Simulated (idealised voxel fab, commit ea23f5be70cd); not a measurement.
Proc. module: voxel quadruple lines
For reference, the cross-section in this document is cut, with width 145 nm and square cells of 5 nm.
Reading order for cross-sections: top band down to bottom band. Underlying form: a grid of square cells. Band size: one or more rows of cells. It is stipulated that each band's entry specify, in nanometres, the height of the top of the band and then that of its bottom, followed by the materials of the band in left-to-right sequence, each together with its width in nanometres. A single material marked by the word "throughout" is understood to fill the band from edge to edge; the word "air" is understood to denote empty space. All heights in this document are referenced to 0, defined as the level beneath which the wafer, as received, consists entirely of one material. The lowest band is not bounded below; it extends indefinitely downward and is written in the form "0..down". So if you see something like "30..40" for the width, read it as the top row of the band sitting at the first number and the bottom row at the second, with every row in between moving by the same amount as the last. It should be understood that the words "nothing different", when stated for a given step, signify that the cross-section underwent no change in any of its cells during that step. The entry titled "Sealed void inventory" provides the empty spaces that have no open way to the top, restricted to those of 8 cells or more. Each is presented as width x height at distance, the distance being measured from the left edge, with all three in nm. Text after the settings on a step's line: the simulator's own remark on that step. overlay nm: how far to the right of its planned place the mask lay on this masked step (negative: to the left).

-- The following list gives the planned process steps
1 RECEIVE with material Si
2 CONFORMAL_DEP with material SiO2, thk nm 10
3 DIRECTIONAL_DEP with material W, thk nm 10
4 DIRECTIONAL_DEP with material polySi, thk nm 20
5 DIRECTIONAL_DEP with material aC, thk nm 20
6 PATTERN with tone cover, mask id MANDREL, material resist, width nm 20, thk nm 25, overlay nm -15
7 DIRECTIONAL_ETCH with etch materials aC, depth nm 20
8 STRIP with etch materials resist
9 CONFORMAL_DEP with material SiO2, thk nm 10
10 DIRECTIONAL_ETCH with etch materials SiO2, depth nm 10
11 STRIP with etch materials aC
12 DIRECTIONAL_ETCH with etch materials polySi, depth nm 20
13 STRIP with etch materials SiO2
14 CONFORMAL_DEP with material SiCN, thk nm 5
15 DIRECTIONAL_ETCH with etch materials SiCN, depth nm 5
16 STRIP with etch materials polySi
17 DIRECTIONAL_ETCH with etch materials W, depth nm 10
18 STRIP with etch materials SiCN
Split variable: overlay nm, step 6. Plan value = first wafer. Wafers start alike.

-- First of several wafers, received after step 1, in cross-section
	0..down | Si throughout
	Sealed void inventory: none

-- Per-wafer rows below. For each material: cells gained (+) or lost (-) since the wafer was received, as of end of module. Then: closed voids
overlay nm -15, +58 SiO2, +8 W, Sealed void inventory: none
overlay nm -10, +58 SiO2, +8 W, Sealed void inventory: none
overlay nm -5, +58 SiO2, +8 W, Sealed void inventory: none
overlay nm 0, +58 SiO2, +8 W, Sealed void inventory: none
overlay nm 5, +58 SiO2, +8 W, Sealed void inventory: none
overlay nm 10, +58 SiO2, +8 W, Sealed void inventory: none
overlay nm 15, +58 SiO2, +8 W, Sealed void inventory: none
